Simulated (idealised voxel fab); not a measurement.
This section sets out a process module, namely voxel wiring stack.
We display cut, a cross-section 195 nm in width whose square cells are each 5 nm.
A cross-section is written here as square cells arranged in a grid, and it is given in bands from the top down, each band taking up one or more rows of cells. In this notation a band is specified by the heights of its top and bottom, in that order and in nm, after which its materials appear from left to right, each paired with its width in nm. The word "throughout" attached to a single material means that material fills the band from edge to edge; the word "air" stands for empty space. Where do heights start? At 0: under that level the wafer as delivered is made of one material only. And the lowest band has no floor; it just carries on downward, as in "0 -> down". You'd read "30 to 40" like this: the band's top row of cells is as wide as the first number, its bottom row is as wide as the second, and going down, every row changes width by the same amount as the row before did. Reading "no change occurred" for a step: not a cell of the cross-section changed in it. The label "Trapped cavities" introduces a list of the empty spaces, 8 cells or larger, that have no open way up to the top; each entry in it reads width x height at distance, where the distance is taken from the left edge and all three are stated in nm. after a step's settings: what the simulator itself notes on the step. overlay nm: mask right of planned place by this much (step with mask). Neg. = left. Every pair from here on: before one process step, after it. The after cross-section reaches only to the lowest band that changed. Below the pair: the step in between and its settings. Pairs can belong to different runs of this module on the same starting wafer; a pair carries on from the pair above only if the entry headed "State before step" says so.
**State before step**
> 95 -> 80 | aC=55, air=25, aC=30, air=25, aC=60
> 80 -> 75 | SiO2=55, air=25, SiO2=30, air=25, SiO2=60
> 75 -> 60 | SiO2=55, air=15, aC=10, SiO2=30, air=15, aC=10, SiO2=60
> 60 -> 50 | SiO2=55, air=15, SiO2=40, air=15, SiO2=70
> 50 -> 45 | SiCN=55, air=15, SiCN=40, air=15, SiCN=70
> 45 -> 20 | lowk=55, TiN=5, Ru=15, TiN=5, lowk=30, TiN=5, Ru=15, TiN=5, lowk=60
> 20 -> 15 | SiN=55, TiN=25, SiN=30, TiN=25, SiN=60
> 15 -> 0 | SiCN throughout
> 0 -> down | Si throughout
> Trapped cavities: none
**Post-Step Cross-Section**
> 80 -> 60 | SiO2=55, air=25, SiO2=30, air=25, SiO2=60
> Nothing below the height 60 has changed.
> Trapped cavities: none
Link between the two cross-sections above: op STRIP | etch materials aC
State before step: no separate figure, the pair right above already shows it after its step.
**Post-Step Cross-Section**
> 85 -> 80 | TiN=60, air=15, TiN=40, air=15, TiN=65
> 80 -> 65 | SiO2=55, TiN=5, air=15, TiN=5, SiO2=30, TiN=5, air=15, TiN=5, SiO2=60
> 65 -> 60 | SiO2=55, TiN=5, air=5, TiN=15, SiO2=30, TiN=5, air=5, TiN=15, SiO2=60
> 60 -> 50 | SiO2=55, TiN=5, air=5, TiN=5, SiO2=40, TiN=5, air=5, TiN=5, SiO2=70
> 50 -> 45 | SiCN=55, TiN=15, SiCN=40, TiN=15, SiCN=70
> Nothing below the height 45 has changed.
> Trapped cavities: none
Link between the two cross-sections above: op CONFORMAL_DEP | material TiN | thk nm 5
State before step: no separate figure, the pair right above already shows it after its step.
**Post-Step Cross-Section**
> 90 -> 85 | Cu throughout
> 85 -> 80 | TiN=60, Cu=15, TiN=40, Cu=15, TiN=65
> 80 -> 65 | SiO2=55, TiN=5, Cu=15, TiN=5, SiO2=30, TiN=5, Cu=15, TiN=5, SiO2=60
> 65 -> 60 | SiO2=55, TiN=5, Cu=5, TiN=15, SiO2=30, TiN=5, Cu=5, TiN=15, SiO2=60
> 60 -> 50 | SiO2=55, TiN=5, Cu=5, TiN=5, SiO2=40, TiN=5, Cu=5, TiN=5, SiO2=70
> Nothing below the height 50 has changed.
> Trapped cavities: none
Link between the two cross-sections above: op FILL_DEP | material Cu | thk nm 5
State before step: no separate figure, the pair right above already shows it after its step.
**Post-Step Cross-Section**
> 80 -> 65 | SiO2=55, TiN=5, Cu=15, TiN=5, SiO2=30, TiN=5, Cu=15, TiN=5, SiO2=60
> Nothing below the height 65 has changed.
> Trapped cavities: none
Link between the two cross-sections above: op CMP | height nm 80
State before step: no separate figure, the pair right above already shows it after its step.
**Post-Step Cross-Section**
> 85 -> 80 | SiCN throughout
> Nothing below the height 80 has changed.
> Trapped cavities: none
Link between the two cross-sections above: op CONFORMAL_DEP | material SiCN | thk nm 5
State before step: no separate figure, the pair right above already shows it after its step.
**Post-Step Cross-Section**
> 120 -> 85 | SiO2 throughout
> Nothing below the height 85 has changed.
> Trapped cavities: none
Link between the two cross-sections above: op DIRECTIONAL_DEP | material SiO2 | thk nm 35
State before step: no separate figure, the pair right above already shows it after its step.
**Post-Step Cross-Section**
> 140 -> 120 | resist=55, air=15, resist=125
> Nothing below the height 120 has changed.
> Trapped cavities: none
Link between the two cross-sections above: op PATTERN | tone open | mask id METAL_3_HOLES | material resist | width nm 15 | thk nm 20 | overlay nm 0
State before step: no separate figure, the pair right above already shows it after its step.
**Post-Step Cross-Section**
> 140 -> 120 | resist=55, air=15, resist=125
> 120 -> 85 | SiO2=55, air=15, SiO2=125
> Nothing below the height 85 has changed.
> Trapped cavities: none
Link between the two cross-sections above: op DIRECTIONAL_ETCH | etch materials SiO2 | depth nm 35
State before step: no separate figure, the pair right above already shows it after its step.
**Post-Step Cross-Section**
> 120 -> 85 | SiO2=55, air=15, SiO2=125
> Nothing below the height 85 has changed.
> Trapped cavities: none
Link between the two cross-sections above: op STRIP | etch materials resist
State before step: no separate figure, the pair right above already shows it after its step.
**Post-Step Cross-Section**
> 135 -> 120 | aC=55, air=15, aC=125
> 120 -> 100 | SiO2=55, air=15, SiO2=125
> 100 -> 85 | SiO2=55, aC=15, SiO2=125
> Nothing below the height 85 has changed.
> Trapped cavities: none
Link between the two cross-sections above: op DIRECTIONAL_DEP | material aC | thk nm 15
State before step: no separate figure, the pair right above already shows it after its step.
**Post-Step Cross-Section**
> 170 -> 135 | resist=55, air=25, resist=30, air=25, resist=60
> Nothing below the height 135 has changed.
> Trapped cavities: none
Link between the two cross-sections above: op PATTERN | tone open | mask id METAL_3 | material resist | width nm 25 | pitch nm 55 | thk nm 35 | overlay nm 0
State before step: no separate figure, the pair right above already shows it after its step.
**Post-Step Cross-Section**
> 155 -> 135 | resist=55, air=25, resist=30, air=25, resist=60
> 135 -> 120 | aC=55, air=25, aC=30, air=25, aC=60
> 120 -> 85 | SiO2=55, air=15, SiO2=125
> Nothing below the height 85 has changed.
> Trapped cavities: none
Link between the two cross-sections above: op DIRECTIONAL_ETCH | etch materials aC | depth nm 15
State before step: no separate figure, the pair right above already shows it after its step.
**Post-Step Cross-Section**
> 135 -> 120 | aC=55, air=25, aC=30, air=25, aC=60
> Nothing below the height 120 has changed.
> Trapped cavities: none
Link between the two cross-sections above: op STRIP | etch materials resist
State before step: no separate figure, the pair right above already shows it after its step.
**Post-Step Cross-Section**
> 135 -> 120 | aC=55, air=25, aC=30, air=25, aC=60
> 120 -> 100 | SiO2=55, air=25, SiO2=30, air=25, SiO2=60
> Nothing below the height 100 has changed.
> Trapped cavities: none
Link between the two cross-sections above: op DIRECTIONAL_ETCH | etch materials SiO2 | depth nm 20
State before step: no separate figure, the pair right above already shows it after its step.
**Post-Step Cross-Section**
> 135 -> 120 | aC=55, air=25, aC=30, air=25, aC=60
> 120 -> 100 | SiO2=55, air=25, SiO2=30, air=25, SiO2=60
> 100 -> 85 | SiO2=55, air=15, SiO2=125
> 85 -> 80 | SiCN=55, air=15, SiCN=125
> Nothing below the height 80 has changed.
> Trapped cavities: none
Link between the two cross-sections above: op DIRECTIONAL_ETCH | etch materials SiCN | depth nm 5
State before step: no separate figure, the pair right above already shows it after its step.
**Post-Step Cross-Section**
> 120 -> 100 | SiO2=55, air=25, SiO2=30, air=25, SiO2=60
> Nothing below the height 100 has changed.
> Trapped cavities: none
Link between the two cross-sections above: op STRIP | etch materials aC
State before step: no separate figure, the pair right above already shows it after its step.
**Post-Step Cross-Section**
> 125 -> 120 | TiN=60, air=15, TiN=40, air=15, TiN=65
> 120 -> 105 | SiO2=55, TiN=5, air=15, TiN=5, SiO2=30, TiN=5, air=15, TiN=5, SiO2=60
> 105 -> 100 | SiO2=55, TiN=5, air=5, TiN=15, SiO2=30, TiN=25, SiO2=60
> 100 -> 85 | SiO2=55, TiN=5, air=5, TiN=5, SiO2=125
> 85 -> 80 | SiCN=55, TiN=15, SiCN=125
> Nothing below the height 80 has changed.
> Trapped cavities: none
Link between the two cross-sections above: op CONFORMAL_DEP | material TiN | thk nm 5
State before step: no separate figure, the pair right above already shows it after its step.
**Post-Step Cross-Section**
> 135 -> 125 | Cu throughout
> 125 -> 120 | TiN=60, Cu=15, TiN=40, Cu=15, TiN=65
> 120 -> 105 | SiO2=55, TiN=5, Cu=15, TiN=5, SiO2=30, TiN=5, Cu=15, TiN=5, SiO2=60
> 105 -> 100 | SiO2=55, TiN=5, Cu=5, TiN=15, SiO2=30, TiN=25, SiO2=60
> 100 -> 85 | SiO2=55, TiN=5, Cu=5, TiN=5, SiO2=125
> Nothing below the height 85 has changed.
> Trapped cavities: none
Link between the two cross-sections above: op FILL_DEP | material Cu | thk nm 10
State before step: no separate figure, the pair right above already shows it after its step.
**Post-Step Cross-Section**
> 120 -> 105 | SiO2=55, TiN=5, Cu=15, TiN=5, SiO2=30, TiN=5, Cu=15, TiN=5, SiO2=60
> Nothing below the height 105 has changed.
> Trapped cavities: none
Link between the two cross-sections above: op CMP | height nm 120
State before step: no separate figure, the pair right above already shows it after its step.
**Post-Step Cross-Section**
> 125 -> 120 | SiCN throughout
> Nothing below the height 120 has changed.
> Trapped cavities: none
Link between the two cross-sections above: op CONFORMAL_DEP | material SiCN | thk nm 5
**State before step**
> 135 -> 120 | aC=55, air=15, aC=125
> 120 -> 100 | SiO2=55, air=15, SiO2=125
> 100 -> 85 | SiO2=55, aC=15, SiO2=125
> 85 -> 80 | SiCN throughout
> 80 -> 65 | SiO2=55, TiN=5, Cu=15, TiN=5, SiO2=30, TiN=5, Cu=15, TiN=5, SiO2=60
> 65 -> 60 | SiO2=55, TiN=5, Cu=5, TiN=15, SiO2=30, TiN=5, Cu=5, TiN=15, SiO2=60
> 60 -> 50 | SiO2=55, TiN=5, Cu=5, TiN=5, SiO2=40, TiN=5, Cu=5, TiN=5, SiO2=70
> 50 -> 45 | SiCN=55, TiN=15, SiCN=40, TiN=15, SiCN=70
> 45 -> 20 | lowk=55, TiN=5, Ru=15, TiN=5, lowk=30, TiN=5, Ru=15, TiN=5, lowk=60
> 20 -> 15 | SiN=55, TiN=25, SiN=30, TiN=25, SiN=60
> 15 -> 0 | SiO2 throughout
> 0 -> down | Si throughout
> Trapped cavities: none
**Post-Step Cross-Section**
> 170 -> 135 | air=55, resist=25, air=30, resist=25, air=60
> 135 -> 120 | aC=55, resist=15, aC=125
> 120 -> 100 | SiO2=55, resist=15, SiO2=125
> Nothing below the height 100 has changed.
> Trapped cavities: none
Link between the two cross-sections above: op PATTERN | tone cover | mask id METAL_3 | material resist | width nm 25 | pitch nm 55 | thk nm 35 | overlay nm 0
State before step: no separate figure, the pair right above already shows it after its step.
**Post-Step Cross-Section**
> 155 -> 135 | air=55, resist=25, air=30, resist=25, air=60
> 135 -> 120 | air=55, resist=15, aC=10, air=30, aC=25, air=60
> Nothing below the height 120 has changed.
> Trapped cavities: none
Link between the two cross-sections above: op DIRECTIONAL_ETCH | etch materials aC | depth nm 15
State before step: no separate figure, the pair right above already shows it after its step.
**Post-Step Cross-Section**
> 135 -> 120 | air=70, aC=10, air=30, aC=25, air=60
> 120 -> 100 | SiO2=55, air=15, SiO2=125
> Nothing below the height 100 has changed.
> Trapped cavities: none
Link between the two cross-sections above: op STRIP | etch materials resist
State before step: no separate figure, the pair right above already shows it after its step.
**Post-Step Cross-Section**
> 135 -> 120 | air=70, aC=10, air=30, aC=25, air=60
> 120 -> 100 | air=70, SiO2=10, air=30, SiO2=25, air=60
> Nothing below the height 100 has changed.
> Trapped cavities: none
Link between the two cross-sections above: op DIRECTIONAL_ETCH | etch materials SiO2 | depth nm 20
State before step: no separate figure, the pair right above already shows it after its step.
**Post-Step Cross-Section**
> 120 -> 100 | air=70, SiO2=10, air=30, SiO2=25, air=60
> 100 -> 85 | SiO2=55, air=15, SiO2=125
> Nothing below the height 85 has changed.
> Trapped cavities: none
Link between the two cross-sections above: op STRIP | etch materials aC
State before step: no separate figure, the pair right above already shows it after its step.
**Post-Step Cross-Section**
> 125 -> 120 | air=65, TiN=20, air=20, TiN=35, air=55
> 120 -> 105 | air=65, TiN=5, SiO2=10, TiN=5, air=20, TiN=5, SiO2=25, TiN=5, air=55
> 105 -> 100 | TiN=60, air=5, TiN=5, SiO2=10, TiN=30, SiO2=25, TiN=60
> 100 -> 90 | SiO2=55, TiN=5, air=5, TiN=5, SiO2=125
> 90 -> 85 | SiO2=55, TiN=15, SiO2=125
> Nothing below the height 85 has changed.
> Trapped cavities: none
Link between the two cross-sections above: op CONFORMAL_DEP | material TiN | thk nm 5
State before step: no separate figure, the pair right above already shows it after its step.
**Post-Step Cross-Section**
> 135 -> 125 | Cu throughout
> 125 -> 120 | Cu=65, TiN=20, Cu=20, TiN=35, Cu=55
> 120 -> 105 | Cu=65, TiN=5, SiO2=10, TiN=5, Cu=20, TiN=5, SiO2=25, TiN=5, Cu=55
> 105 -> 100 | TiN=60, Cu=5, TiN=5, SiO2=10, TiN=30, SiO2=25, TiN=60
> 100 -> 90 | SiO2=55, TiN=5, Cu=5, TiN=5, SiO2=125
> Nothing below the height 90 has changed.
> Trapped cavities: none
Link between the two cross-sections above: op FILL_DEP | material Cu | thk nm 10
State before step: no separate figure, the pair right above already shows it after its step.
**Post-Step Cross-Section**
> 120 -> 105 | Cu=65, TiN=5, SiO2=10, TiN=5, Cu=20, TiN=5, SiO2=25, TiN=5, Cu=55
> Nothing below the height 105 has changed.
> Trapped cavities: none
Link between the two cross-sections above: op CMP | height nm 120
State before step: no separate figure, the pair right above already shows it after its step.
**Post-Step Cross-Section**
> 125 -> 120 | SiCN throughout
> Nothing below the height 120 has changed.
> Trapped cavities: none
Link between the two cross-sections above: op CONFORMAL_DEP | material SiCN | thk nm 5
